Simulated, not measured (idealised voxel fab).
The following is a process module called voxel released beams.
Section cut is 155 nm wide and gridded with 5 nm square cells.
Reading order for cross-sections: top band down to bottom band. Underlying form: a grid of square cells. Band size: one or more rows of cells. This entry defines a band. It first specifies the height of the band's top and the height of its bottom in nm, and then specifies the band's materials from left to right, stating each material with its width in nm. The word "full width" identifies a single material that fills the band from edge to edge, while the word "air" identifies empty space. Height is counted from the level 0, under which the received wafer is composed throughout of one material. The lowest of the bands is not closed at the bottom but continues downward, in the notation "0..down". With a width like "30 to 40", each row of cells in the band differs from the next by the same amount, the top row carrying the first number and the bottom row the second. "nothing changed" after a step means that no cell of the cross-section changed. The label "Sealed-off cavities" introduces a list of the empty spaces, 8 cells or larger, that have no open way up to the top; each entry in it reads width x height at distance, where the distance is taken from the left edge and all three are stated in nm. It should be noted that, on the line of a given step, the content following the step's settings is a remark produced by the simulator itself with respect to that step. When a step includes a mask, the "overlay nm" setting on its line states how far to the right of its planned place that mask lay, and negative values state how far to the left.

**Here's what the planned process steps look like**
1,RECEIVE [material Si]
2,CONFORMAL_DEP [material Al2O3] [thk nm 10]
3,DIRECTIONAL_DEP [material SiO2] [thk nm 10]
4,DIRECTIONAL_DEP [material aC] [thk nm 15]
5,PATTERN [tone open] [mask id ANCHOR] [material resist] [width nm 40] [thk nm 35] [overlay nm 0]
6,DIRECTIONAL_ETCH [etch materials aC] [depth nm 15]
7,STRIP [etch materials resist]
8,DIRECTIONAL_ETCH [etch materials SiO2] [depth nm 10]
9,STRIP [etch materials aC]
10,CONFORMAL_DEP [material SiN] [thk nm 15]
11,MASKED_ETCH [tone cover] [mask id BEAM] [width nm 90] [etch materials SiN] [depth nm 15] [overlay nm 0]
12,STRIP [etch materials SiO2]

**as received, after step 1**
0..down: Si full width
Sealed-off cavities: none

**Module complete, cross-section. Starting point and plan per above. One mistake made in running the module**
35..20: 30 air, 90 SiN, 35 air
20..10: Al2O3 full width
10..0: SiO2 full width
0..down: Si full width
Sealed-off cavities: none
Deviation from plan: order of steps 2 and 3 inverted relative to the plan
